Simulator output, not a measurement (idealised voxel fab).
The document below concerns the process module designated voxel ribs on slabs.
Each square cell in cross-section cut measures 5 nm, and the section as a whole is 210 nm wide.
Each cross-section below is a grid of square cells, stated as bands in top-down order, with one or more rows of cells making up each band.
Look at the band entry: it leads with the top's height and the bottom's height in nm. Then it lists the materials left to right, with a width in nm for each. The word "full width" on a single material says that material fills the band edge to edge. The word "blank" is empty space.
Beneath 0, the wafer as received is one material, and that level is where height counting begins. The lowest band goes on downward without a bottom; it is written like "z 0 and below".
Quick explanation for "30..40": the width changes in equal steps down the rows of cells, from the first number in the band's top row to the second number in its bottom row.
The cross-section has no changed cell in any step marked "no alterations made".
Closed empty spaces (no open way to the top) of 8 cells or more are what "Closed void listing" lists, each as width x height at distance from the left edge, nm for all three.
That trailing text on a step's line, after the settings, is the simulator's own remark on the step.
overlay nm: how far to the right of its planned place the mask lay on this masked step (negative: to the left).

**Process steps foreseen in the plan**
1 RECEIVE: material Si
2 DIRECTIONAL_DEP: material SiO2, thk nm 25
3 DIRECTIONAL_DEP: material SiN, thk nm 25
4 DIRECTIONAL_DEP: material aC, thk nm 10
5 PATTERN: tone cover, mask id RIB, material resist, width nm 15, thk nm 25, overlay nm 0
6 DIRECTIONAL_ETCH: etch materials aC, depth nm 10
7 STRIP: etch materials resist
8 DIRECTIONAL_ETCH: etch materials SiN, depth nm 20
9 STRIP: etch materials aC
10 PATTERN: tone cover, mask id SLAB, material resist, width nm 45, thk nm 15, overlay nm 0
11 DIRECTIONAL_ETCH: etch materials SiN, depth nm 5
12 STRIP: etch materials resist
13 FILL_DEP: material SiO2, thk nm 20
14 CMP: height nm 60
15 DIRECTIONAL_DEP: material W, thk nm 10
16 MASKED_ETCH: tone cover, mask id HEATER, width nm 25, etch materials W, depth nm 10, overlay nm 0
17 CONFORMAL_DEP: material SiO2, thk nm 5

**First of the two wafers, run per plan**

**So this is the incoming wafer in cross-section - it's already been through step 1**
> z 0 and below: Si full width
> Closed void listing: none

**after step 2**
> z 25 to 0: SiO2 full width
> Everything under 0 stays put, no change at all.

**after step 3**
> z 50 to 25: SiN full width
> Everything under 25 stays put, no change at all.

**after step 4**
> z 60 to 50: aC full width
> Everything under 50 stays put, no change at all.

**after step 5**
> z 85 to 60: blank: 95, then resist: 15, then blank: 100
> Everything under 60 stays put, no change at all.

**after step 6**
> z 75 to 60: blank: 95, then resist: 15, then blank: 100
> z 60 to 50: blank: 95, then aC: 15, then blank: 100
> Everything under 50 stays put, no change at all.

**after step 7**
> z 60 to 50: blank: 95, then aC: 15, then blank: 100
> Everything under 50 stays put, no change at all.

**after step 8**
> z 60 to 50: blank: 95, then aC: 15, then blank: 100
> z 50 to 30: blank: 95, then SiN: 15, then blank: 100
> Everything under 30 stays put, no change at all.

**after step 9**
> z 50 to 30: blank: 95, then SiN: 15, then blank: 100
> Everything under 30 stays put, no change at all.

**after step 10**
> z 65 to 50: blank: 80, then resist: 45, then blank: 85
> z 50 to 30: blank: 80, then resist: 15, then SiN: 15, then resist: 15, then blank: 85
> Everything under 30 stays put, no change at all.

**after step 11**
> z 65 to 50: blank: 80, then resist: 45, then blank: 85
> z 50 to 30: blank: 80, then resist: 15, then SiN: 15, then resist: 15, then blank: 85
> z 30 to 25: blank: 80, then SiN: 45, then blank: 85
> Everything under 25 stays put, no change at all.

**after step 12**
> z 50 to 30: blank: 95, then SiN: 15, then blank: 100
> Everything under 30 stays put, no change at all.

**after step 13**
> z 70 to 50: SiO2 full width
> z 50 to 30: SiO2: 95, then SiN: 15, then SiO2: 100
> z 30 to 25: SiO2: 80, then SiN: 45, then SiO2: 85
> Everything under 25 stays put, no change at all.

**after step 14**
> z 60 to 50: SiO2 full width
> Everything under 50 stays put, no change at all.

**after step 15**
> z 70 to 60: W full width
> Everything under 60 stays put, no change at all.

**after step 16**
> z 70 to 60: blank: 90, then W: 25, then blank: 95
> Everything under 60 stays put, no change at all.

**after step 17**
> z 75 to 70: blank: 85, then SiO2: 35, then blank: 90
> z 70 to 65: blank: 85, then SiO2: 5, then W: 25, then SiO2: 5, then blank: 90
> z 65 to 60: SiO2: 90, then W: 25, then SiO2: 95
> Everything under 60 stays put, no change at all.

**Wafer two. Identical start, identical plan. One mistake in execution. Identical history through step 2**

**Second wafer: cross-section at the scheduled end of step 3**
> z 75 to 25: SiN full width
> Everything under 25 stays put, no change at all.

**Second wafer: cross-section at the scheduled end of step 4**
> z 85 to 75: aC full width
> Everything under 75 stays put, no change at all.

**Second wafer: cross-section at the scheduled end of step 5**
> z 110 to 85: blank: 95, then resist: 15, then blank: 100
> Everything under 85 stays put, no change at all.

**Second wafer: cross-section at the scheduled end of step 6**
> z 100 to 85: blank: 95, then resist: 15, then blank: 100
> z 85 to 75: blank: 95, then aC: 15, then blank: 100
> Everything under 75 stays put, no change at all.

**Second wafer: cross-section at the scheduled end of step 7**
> z 85 to 75: blank: 95, then aC: 15, then blank: 100
> Everything under 75 stays put, no change at all.

**Second wafer: cross-section at the scheduled end of step 8**
> z 85 to 75: blank: 95, then aC: 15, then blank: 100
> z 75 to 55: blank: 95, then SiN: 15, then blank: 100
> Everything under 55 stays put, no change at all.

**Second wafer: cross-section at the scheduled end of step 9**
> z 75 to 55: blank: 95, then SiN: 15, then blank: 100
> Everything under 55 stays put, no change at all.

**Second wafer: cross-section at the scheduled end of step 10**
> z 90 to 75: blank: 80, then resist: 45, then blank: 85
> z 75 to 55: blank: 80, then resist: 15, then SiN: 15, then resist: 15, then blank: 85
> Everything under 55 stays put, no change at all.

**Second wafer: cross-section at the scheduled end of step 11**
> z 90 to 75: blank: 80, then resist: 45, then blank: 85
> z 75 to 55: blank: 80, then resist: 15, then SiN: 15, then resist: 15, then blank: 85
> z 55 to 50: blank: 80, then SiN: 45, then blank: 85
> Everything under 50 stays put, no change at all.

**Second wafer: cross-section at the scheduled end of step 12**
> z 75 to 55: blank: 95, then SiN: 15, then blank: 100
> Everything under 55 stays put, no change at all.

**Second wafer: cross-section at the scheduled end of step 13**
> z 95 to 75: SiO2 full width
> z 75 to 55: SiO2: 95, then SiN: 15, then SiO2: 100
> z 55 to 50: SiO2: 80, then SiN: 45, then SiO2: 85
> Everything under 50 stays put, no change at all.

**Second wafer: cross-section at the scheduled end of step 14**
> z 60 to 50: SiO2: 95..80, then SiN: 15..45, then SiO2: 100..85
> Everything under 50 stays put, no change at all.

**Second wafer: cross-section at the scheduled end of step 15**
> z 70 to 60: W full width
> Everything under 60 stays put, no change at all.

**Second wafer: cross-section at the scheduled end of step 16**
> z 70 to 60: blank: 90, then W: 25, then blank: 95
> Everything under 60 stays put, no change at all.

**Second wafer: cross-section at the scheduled end of step 17**
> z 75 to 70: blank: 85, then SiO2: 35, then blank: 90
> z 70 to 65: blank: 85, then SiO2: 5, then W: 25, then SiO2: 5, then blank: 90
> z 65 to 60: SiO2: 90, then W: 25, then SiO2: 95
> Everything under 60 stays put, no change at all.
Misprocessing identified: yeah, plan step 3 got run twice
It is noted that, at the conclusion of processing, the second wafer exhibits a higher or lower cell count for certain materials relative to the first: SiN +201, SiO2 -201
